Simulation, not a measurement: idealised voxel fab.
process module | voxel transistor to metal
cross-section cut | 295 nm wide | cells 5 nm
A cross-section is a grid of square cells, given in bands from the top down. A band is one or more rows of cells.
Each band's line starts with the height of the band's top and of its bottom, in nm. Then come its materials from left to right, each with its width in nm. One material with "throughout" fills the band from edge to edge. "air" is empty space.
Height 0 is the level under which the wafer as received is all one material. The lowest band goes on downwards, as in "0 down".
A width such as "30 to 40" changes by the same amount from each row of cells to the next, from the band's top row to its bottom row.
"no change" after a step means that no cell of the cross-section changed.
closed voids: empty space of 8 cells or more with no open way to the top, each as width x height at its distance from the left edge, in nm
after a step's settings: what the simulator itself notes on the step
overlay nm, on a step with a mask: how far to the right of its planned place the mask lay; to the left if negative
plan
1 op RECEIVE | material Si
2 op CONFORMAL_DEP | material SiO2 | thk nm 5
3 op CONFORMAL_DEP | material SiN | thk nm 15
4 op PATTERN | tone cover | mask id ACTIVE | material resist | width nm 105 | pitch nm 130 | thk nm 20 | overlay nm 0
5 op DIRECTIONAL_ETCH | etch materials SiN | depth nm 15
6 op DIRECTIONAL_ETCH | etch materials SiO2 | depth nm 5
7 op DIRECTIONAL_ETCH | etch materials Si | depth nm 30
8 op STRIP | etch materials resist
9 op OXIDIZE | depth nm 5
10 op FILL_DEP | material SiO2 | thk nm 15
11 op CMP | height nm 20
12 op SELECTIVE_ETCH | etch materials SiO2 | depth nm 15
13 op STRIP | etch materials SiN
14 op SELECTIVE_ETCH | etch materials SiO2 | depth nm 5
15 op OXIDIZE | depth nm 5
16 op DIRECTIONAL_DEP | material polySi | thk nm 25
17 op DIRECTIONAL_DEP | material SiCN | thk nm 15
18 op DIRECTIONAL_DEP | material aC | thk nm 10
19 op PATTERN | tone cover | mask id GATE | material resist | width nm 25 | pitch nm 130 | thk nm 25 | overlay nm 0
20 op DIRECTIONAL_ETCH | etch materials aC | depth nm 10
21 op STRIP | etch materials resist
22 op DIRECTIONAL_ETCH | etch materials SiCN | depth nm 25
23 op DIRECTIONAL_ETCH | etch materials polySi | depth nm 35
24 op STRIP | etch materials aC
25 op CONFORMAL_DEP | material SiN | thk nm 5
26 op DIRECTIONAL_ETCH | etch materials SiN | depth nm 5
27 op DIRECTIONAL_ETCH | etch materials SiO2 | depth nm 5
28 op DIRECTIONAL_ETCH | etch materials Si | depth nm 10
29 op EPI | material nSi | thk nm 15
30 op FILL_DEP | material SiO2 | thk nm 5
31 op CMP | height nm 40
32 op DIRECTIONAL_DEP | material SiO2 | thk nm 10
33 op PATTERN | tone open | mask id CONTACT | material resist | width nm 30 | pitch nm 65 | thk nm 15 | overlay nm 0
34 op DIRECTIONAL_ETCH | etch materials SiO2 | depth nm 50
35 op STRIP | etch materials resist
36 op CONFORMAL_DEP | material TiN | thk nm 5
37 op FILL_DEP | material W | thk nm 5
38 op CMP | height nm 50
39 op DIRECTIONAL_DEP | material TiN | thk nm 5
40 op DIRECTIONAL_DEP | material Ru | thk nm 15
41 op MASKED_ETCH | tone cover | mask id METAL_1 | width nm 15 | etch materials Ru | depth nm 15 | overlay nm 0
42 op MASKED_ETCH | tone cover | mask id METAL_1 | width nm 15 | etch materials TiN | depth nm 5 | overlay nm 0
43 op CONFORMAL_DEP | material SiN | thk nm 5
44 op FILL_DEP | material SiO2 | thk nm 5
45 op CMP | height nm 70
46 op CONFORMAL_DEP | material SiCN | thk nm 5
47 op DIRECTIONAL_DEP | material SiO2 | thk nm 25
48 op DIRECTIONAL_DEP | material aC | thk nm 10
49 op PATTERN | tone open | mask id METAL_2 | material resist | width nm 15 | pitch nm 130 | thk nm 30 | overlay nm 0
50 op DIRECTIONAL_ETCH | etch materials aC | depth nm 10
51 op STRIP | etch materials resist
52 op DIRECTIONAL_ETCH | etch materials SiO2 | depth nm 15
53 op STRIP | etch materials aC
54 op MASKED_ETCH | tone open | mask id METAL_2_HOLES | width nm 15 | pitch nm 130 | etch materials SiO2 | depth nm 10 | overlay nm 0
55 op MASKED_ETCH | tone open | mask id METAL_2_HOLES | width nm 15 | pitch nm 130 | etch materials SiCN | depth nm 5 | overlay nm 0
56 op CONFORMAL_DEP | material TiN | thk nm 5
57 op FILL_DEP | material Ru | thk nm 10
58 op CMP | height nm 100
59 op CONFORMAL_DEP | material SiN | thk nm 5
as received, after step 1
  0 down: Si throughout
  closed voids: none
a wafer at the end: this start, this plan, one mistake
  105 to 100: SiN throughout
  100 to 75: SiO2 35 | TiN 5 | Ru 5 | TiN 5 | SiO2 115 | TiN 5 | Ru 5 | TiN 5 | SiO2 115
  75 to 70: SiCN 35 | TiN 15 | SiCN 115 | TiN 15 | SiCN 115
  70 to 55: SiO2 30 | SiN 5 | Ru 15 | SiN 5 | SiO2 55 | SiN 5 | Ru 15 | SiN 5 | SiO2 25 | SiN 5 | Ru 15 | SiN 5 | SiO2 55 | SiN 5 | Ru 15 | SiN 5 | SiO2 30
  55 to 50: SiN 35 | TiN 15 | SiN 65 | TiN 15 | SiN 35 | TiN 15 | SiN 65 | TiN 15 | SiN 35
  50 to 40: SiO2 35 | TiN 5 | W 20 | TiN 5 | SiO2 35 | TiN 5 | W 20 | TiN 5 | SiO2 35 | TiN 5 | W 20 | TiN 5 | SiO2 35 | TiN 5 | W 20 | TiN 5 | SiO2 35
  40 to 20: SiO2 35 | TiN 5 | W 20 | TiN 5 | SiN 5 | SiCN 25 | SiN 5 | TiN 5 | W 20 | TiN 5 | SiO2 35 | TiN 5 | W 20 | TiN 5 | SiN 5 | SiCN 25 | SiN 5 | TiN 5 | W 20 | TiN 5 | SiO2 35
  20 to 15: SiO2 35 | TiN 30 | SiN 5 | SiCN 25 | SiN 5 | TiN 30 | SiO2 35 | TiN 30 | SiN 5 | SiCN 25 | SiN 5 | TiN 30 | SiO2 35
  15 to 0: SiCN throughout
  0 to -5: SiO2 throughout
  -5 to -35: SiO2 35 | Si 95 | SiO2 35 | Si 95 | SiO2 35
  -35 down: Si throughout
  closed voids: none
what went wrong: step 16 ran as: op DIRECTIONAL_DEP | material SiCN | thk nm 25
